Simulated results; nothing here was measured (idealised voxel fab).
The name of this process module is voxel transistor to metal.
Each square cell in cross-section cut measures 5 nm, and the section as a whole is 300 nm wide.
Each cross-section below is a grid of square cells, stated as bands in top-down order, with one or more rows of cells making up each band. Band: top and bottom heights (nm) first, top before bottom; then materials from left to right, widths in nm. "full width" marks a sole material filling the band edge to edge. "empty" denotes empty space. Heights from 0 (as-received wafer is one material below). Bottom band endless downward, as "0 and below". It should be noted that a width expressed as "30->40" varies in equal increments from row to row of cells within the band, taking the value of the first number at the top row and that of the second number at the bottom row. Reading "no alterations made" for a step: not a cell of the cross-section changed in it. "Sealed internal cavities" lists enclosed empty spaces (at least 8 cells, no open path upward to the top), each as width x height at distance from the left edge, in nm. Formally, on a step line, whatever follows the settings is a remark that the simulator itself makes on the step. A step's line can hold "overlay nm"; with a mask on that step, the setting says how far right of the planned place the mask lay, while a negative setting says it lay to the left.

[Set out below are the planned steps of the process]
1. RECEIVE, material Si
2. OXIDIZE, depth nm 5
3. CONFORMAL_DEP, material SiN, thk nm 10
4. PATTERN, tone cover, mask id ACTIVE, material resist, width nm 110, pitch nm 140, thk nm 20, overlay nm 0
5. DIRECTIONAL_ETCH, etch materials SiN, depth nm 10
6. DIRECTIONAL_ETCH, etch materials SiO2, depth nm 5
7. DIRECTIONAL_ETCH, etch materials Si, depth nm 20
8. STRIP, etch materials resist
9. FILL_DEP, material SiO2, thk nm 10
10. CMP, height nm 10
11. SELECTIVE_ETCH, etch materials SiO2, depth nm 5
12. STRIP, etch materials SiN
13. SELECTIVE_ETCH, etch materials SiO2, depth nm 5
14. OXIDIZE, depth nm 5
15. DIRECTIONAL_DEP, material polySi, thk nm 25
16. DIRECTIONAL_DEP, material SiCN, thk nm 10
17. MASKED_ETCH, tone cover, mask id GATE, width nm 20, pitch nm 140, etch materials SiCN, depth nm 20, overlay nm 0
18. MASKED_ETCH, tone cover, mask id GATE, width nm 20, pitch nm 140, etch materials polySi, depth nm 35, overlay nm 0
19. CONFORMAL_DEP, material SiN, thk nm 5
20. DIRECTIONAL_ETCH, etch materials SiN, depth nm 5
21. DIRECTIONAL_ETCH, etch materials SiO2, depth nm 5
22. DIRECTIONAL_ETCH, etch materials Si, depth nm 15
23. EPI, material SiGe, thk nm 15
24. FILL_DEP, material SiO2, thk nm 5
25. CMP, height nm 30
26. DIRECTIONAL_DEP, material SiO2, thk nm 15
27. MASKED_ETCH, tone open, mask id CONTACT, width nm 35, etch materials SiO2, depth nm 55, overlay nm 0
28. CONFORMAL_DEP, material TiN, thk nm 5
29. FILL_DEP, material W, thk nm 5
30. CMP, height nm 45
31. CONFORMAL_DEP, material SiN, thk nm 5
32. DIRECTIONAL_DEP, material lowk, thk nm 25
33. MASKED_ETCH, tone open, mask id METAL_1, width nm 20, etch materials lowk, depth nm 25, overlay nm 0
34. MASKED_ETCH, tone open, mask id METAL_1, width nm 20, etch materials SiN, depth nm 5, overlay nm 0
35. CONFORMAL_DEP, material TiN, thk nm 5
36. FILL_DEP, material Ru, thk nm 5
37. CMP, height nm 75
38. EPI, material Ru, thk nm 5
39. FILL_DEP, material SiCN, thk nm 5
40. DIRECTIONAL_DEP, material SiO2, thk nm 35
41. DIRECTIONAL_DEP, material aC, thk nm 10
42. PATTERN, tone open, mask id METAL_2, material resist, width nm 20, pitch nm 140, thk nm 30, overlay nm 0
43. DIRECTIONAL_ETCH, etch materials aC, depth nm 10
44. STRIP, etch materials resist
45. DIRECTIONAL_ETCH, etch materials SiO2, depth nm 20
46. STRIP, etch materials aC
47. PATTERN, tone open, mask id METAL_2_HOLES, material resist, width nm 15, pitch nm 140, thk nm 20, overlay nm 0
48. DIRECTIONAL_ETCH, etch materials SiO2, depth nm 15
49. DIRECTIONAL_ETCH, etch materials SiCN, depth nm 5
50. STRIP, etch materials resist
51. CONFORMAL_DEP, material TiN, thk nm 5
52. FILL_DEP, material Ru, thk nm 5
53. CMP, height nm 120
54. CONFORMAL_DEP, material SiCN, thk nm 5

[Here's what the wafer looked like in cross-section when it arrived - that's after step 1]
	0 and below  Si full width
	Sealed internal cavities: none

[Cross-section taken at module completion on the first of two wafers; processed per the plan]
	125 down to 120  SiCN full width
	120 down to 105  30 of SiO2 / 5 of TiN / 10 of Ru / 5 of TiN / 120 of SiO2 / 5 of TiN / 10 of Ru / 5 of TiN / 110 of SiO2
	105 down to 100  30 of SiO2 / 5 of TiN / 5 of Ru / 10 of TiN / 120 of SiO2 / 5 of TiN / 5 of Ru / 10 of TiN / 110 of SiO2
	100 down to 85  30 of SiO2 / 5 of TiN / 5 of Ru / 5 of TiN / 125 of SiO2 / 5 of TiN / 5 of Ru / 5 of TiN / 115 of SiO2
	85 down to 80  30 of SiCN / 15 of TiN / 125 of SiCN / 15 of TiN / 115 of SiCN
	80 down to 75  25 of SiCN / 30 of Ru / 50 of SiCN / 30 of Ru / 30 of SiCN / 30 of Ru / 50 of SiCN / 30 of Ru / 25 of SiCN
	75 down to 50  30 of lowk / 5 of TiN / 10 of Ru / 5 of TiN / 60 of lowk / 5 of TiN / 10 of Ru / 5 of TiN / 40 of lowk / 5 of TiN / 10 of Ru / 5 of TiN / 60 of lowk / 5 of TiN / 10 of Ru / 5 of TiN / 30 of lowk
	50 down to 45  30 of SiN / 20 of TiN / 60 of SiN / 20 of TiN / 40 of SiN / 20 of TiN / 60 of SiN / 20 of TiN / 30 of SiN
	45 down to 30  30 of SiO2 / 5 of TiN / 25 of W / 5 of TiN / 30 of SiO2 / 5 of TiN / 25 of W / 5 of TiN / 40 of SiO2 / 5 of TiN / 25 of W / 5 of TiN / 30 of SiO2 / 5 of TiN / 25 of W / 5 of TiN / 30 of SiO2
	30 down to 20  30 of SiO2 / 5 of TiN / 25 of W / 5 of TiN / 5 of SiN / 20 of SiCN / 5 of SiN / 5 of TiN / 25 of W / 5 of TiN / 40 of SiO2 / 5 of TiN / 25 of W / 5 of TiN / 5 of SiN / 20 of SiCN / 5 of SiN / 5 of TiN / 25 of W / 5 of TiN / 30 of SiO2
	20 down to 10  30 of SiO2 / 5 of TiN / 25 of W / 5 of TiN / 5 of SiN / 20 of polySi / 5 of SiN / 5 of TiN / 25 of W / 5 of TiN / 40 of SiO2 / 5 of TiN / 25 of W / 5 of TiN / 5 of SiN / 20 of polySi / 5 of SiN / 5 of TiN / 25 of W / 5 of TiN / 30 of SiO2
	10 down to 5  30 of SiO2 / 5 of TiN / 10 of W / 20 of TiN / 5 of SiN / 20 of polySi / 5 of SiN / 20 of TiN / 10 of W / 5 of TiN / 40 of SiO2 / 5 of TiN / 10 of W / 20 of TiN / 5 of SiN / 20 of polySi / 5 of SiN / 20 of TiN / 10 of W / 5 of TiN / 30 of SiO2
	5 down to 0  30 of SiO2 / 5 of TiN / 10 of W / 5 of TiN / 15 of SiGe / 5 of SiN / 20 of polySi / 5 of SiN / 15 of SiGe / 5 of TiN / 10 of W / 5 of TiN / 40 of SiO2 / 5 of TiN / 10 of W / 5 of TiN / 15 of SiGe / 5 of SiN / 20 of polySi / 5 of SiN / 15 of SiGe / 5 of TiN / 10 of W / 5 of TiN / 30 of SiO2
	0 down to -5  20 of SiO2 / 5 of SiN / 5 of SiO2 / 5 of TiN / 10 of W / 5 of TiN / 15 of SiGe / 5 of SiN / 20 of polySi / 5 of SiN / 15 of SiGe / 5 of TiN / 10 of W / 5 of TiN / 5 of SiO2 / 5 of SiN / 20 of SiO2 / 5 of SiN / 5 of SiO2 / 5 of TiN / 10 of W / 5 of TiN / 15 of SiGe / 5 of SiN / 20 of polySi / 5 of SiN / 15 of SiGe / 5 of TiN / 10 of W / 5 of TiN / 5 of SiO2 / 5 of SiN / 20 of SiO2
	-5 down to -10  30 of SiO2 / 20 of TiN / 15 of SiGe / 30 of SiO2 / 15 of SiGe / 20 of TiN / 40 of SiO2 / 20 of TiN / 15 of SiGe / 30 of SiO2 / 15 of SiGe / 20 of TiN / 30 of SiO2
	-10 down to -25  25 of SiO2 / 40 of SiGe / 30 of Si / 40 of SiGe / 30 of SiO2 / 40 of SiGe / 30 of Si / 40 of SiGe / 25 of SiO2
	-25 and below  Si full width
	Sealed internal cavities: none

[Second wafer cross-section at end of module - shared start and plan with the first, one mistake in the run]
	125 down to 120  SiCN full width
	120 down to 105  30 of SiO2 / 5 of TiN / 10 of Ru / 5 of TiN / 120 of SiO2 / 5 of TiN / 10 of Ru / 5 of TiN / 110 of SiO2
	105 down to 100  30 of SiO2 / 5 of TiN / 5 of Ru / 10 of TiN / 120 of SiO2 / 5 of TiN / 5 of Ru / 10 of TiN / 110 of SiO2
	100 down to 85  30 of SiO2 / 5 of TiN / 5 of Ru / 5 of TiN / 125 of SiO2 / 5 of TiN / 5 of Ru / 5 of TiN / 115 of SiO2
	85 down to 80  30 of SiCN / 15 of TiN / 125 of SiCN / 15 of TiN / 115 of SiCN
	80 down to 75  25 of SiCN / 30 of Ru / 50 of SiCN / 30 of Ru / 30 of SiCN / 30 of Ru / 50 of SiCN / 30 of Ru / 25 of SiCN
	75 down to 50  30 of lowk / 5 of TiN / 10 of Ru / 5 of TiN / 60 of lowk / 5 of TiN / 10 of Ru / 5 of TiN / 40 of lowk / 5 of TiN / 10 of Ru / 5 of TiN / 60 of lowk / 5 of TiN / 10 of Ru / 5 of TiN / 30 of lowk
	50 down to 45  30 of SiN / 20 of TiN / 60 of SiN / 20 of TiN / 40 of SiN / 20 of TiN / 60 of SiN / 20 of TiN / 30 of SiN
	45 down to 30  30 of SiO2 / 5 of TiN / 25 of SiN / 5 of TiN / 30 of SiO2 / 5 of TiN / 25 of SiN / 5 of TiN / 40 of SiO2 / 5 of TiN / 25 of SiN / 5 of TiN / 30 of SiO2 / 5 of TiN / 25 of SiN / 5 of TiN / 30 of SiO2
	30 down to 20  30 of SiO2 / 5 of TiN / 25 of SiN / 5 of TiN / 5 of SiN / 20 of SiCN / 5 of SiN / 5 of TiN / 25 of SiN / 5 of TiN / 40 of SiO2 / 5 of TiN / 25 of SiN / 5 of TiN / 5 of SiN / 20 of SiCN / 5 of SiN / 5 of TiN / 25 of SiN / 5 of TiN / 30 of SiO2
	20 down to 10  30 of SiO2 / 5 of TiN / 25 of SiN / 5 of TiN / 5 of SiN / 20 of polySi / 5 of SiN / 5 of TiN / 25 of SiN / 5 of TiN / 40 of SiO2 / 5 of TiN / 25 of SiN / 5 of TiN / 5 of SiN / 20 of polySi / 5 of SiN / 5 of TiN / 25 of SiN / 5 of TiN / 30 of SiO2
	10 down to 5  30 of SiO2 / 5 of TiN / 10 of SiN / 20 of TiN / 5 of SiN / 20 of polySi / 5 of SiN / 20 of TiN / 10 of SiN / 5 of TiN / 40 of SiO2 / 5 of TiN / 10 of SiN / 20 of TiN / 5 of SiN / 20 of polySi / 5 of SiN / 20 of TiN / 10 of SiN / 5 of TiN / 30 of SiO2
	5 down to 0  30 of SiO2 / 5 of TiN / 10 of SiN / 5 of TiN / 15 of SiGe / 5 of SiN / 20 of polySi / 5 of SiN / 15 of SiGe / 5 of TiN / 10 of SiN / 5 of TiN / 40 of SiO2 / 5 of TiN / 10 of SiN / 5 of TiN / 15 of SiGe / 5 of SiN / 20 of polySi / 5 of SiN / 15 of SiGe / 5 of TiN / 10 of SiN / 5 of TiN / 30 of SiO2
	0 down to -5  20 of SiO2 / 5 of SiN / 5 of SiO2 / 5 of TiN / 10 of SiN / 5 of TiN / 15 of SiGe / 5 of SiN / 20 of polySi / 5 of SiN / 15 of SiGe / 5 of TiN / 10 of SiN / 5 of TiN / 5 of SiO2 / 5 of SiN / 20 of SiO2 / 5 of SiN / 5 of SiO2 / 5 of TiN / 10 of SiN / 5 of TiN / 15 of SiGe / 5 of SiN / 20 of polySi / 5 of SiN / 15 of SiGe / 5 of TiN / 10 of SiN / 5 of TiN / 5 of SiO2 / 5 of SiN / 20 of SiO2
	-5 down to -10  30 of SiO2 / 20 of TiN / 15 of SiGe / 30 of SiO2 / 15 of SiGe / 20 of TiN / 40 of SiO2 / 20 of TiN / 15 of SiGe / 30 of SiO2 / 15 of SiGe / 20 of TiN / 30 of SiO2
	-10 down to -25  25 of SiO2 / 40 of SiGe / 30 of Si / 40 of SiGe / 30 of SiO2 / 40 of SiGe / 30 of Si / 40 of SiGe / 25 of SiO2
	-25 and below  Si full width
	Sealed internal cavities: none
Heads up, the wafer didn't run the way we planned it: not per plan at step 29, really ran FILL_DEP, material SiN, thk nm 5
End check, counted in cells, second wafer has more or fewer of these materials than the first: 164 more of SiN; 164 fewer of W
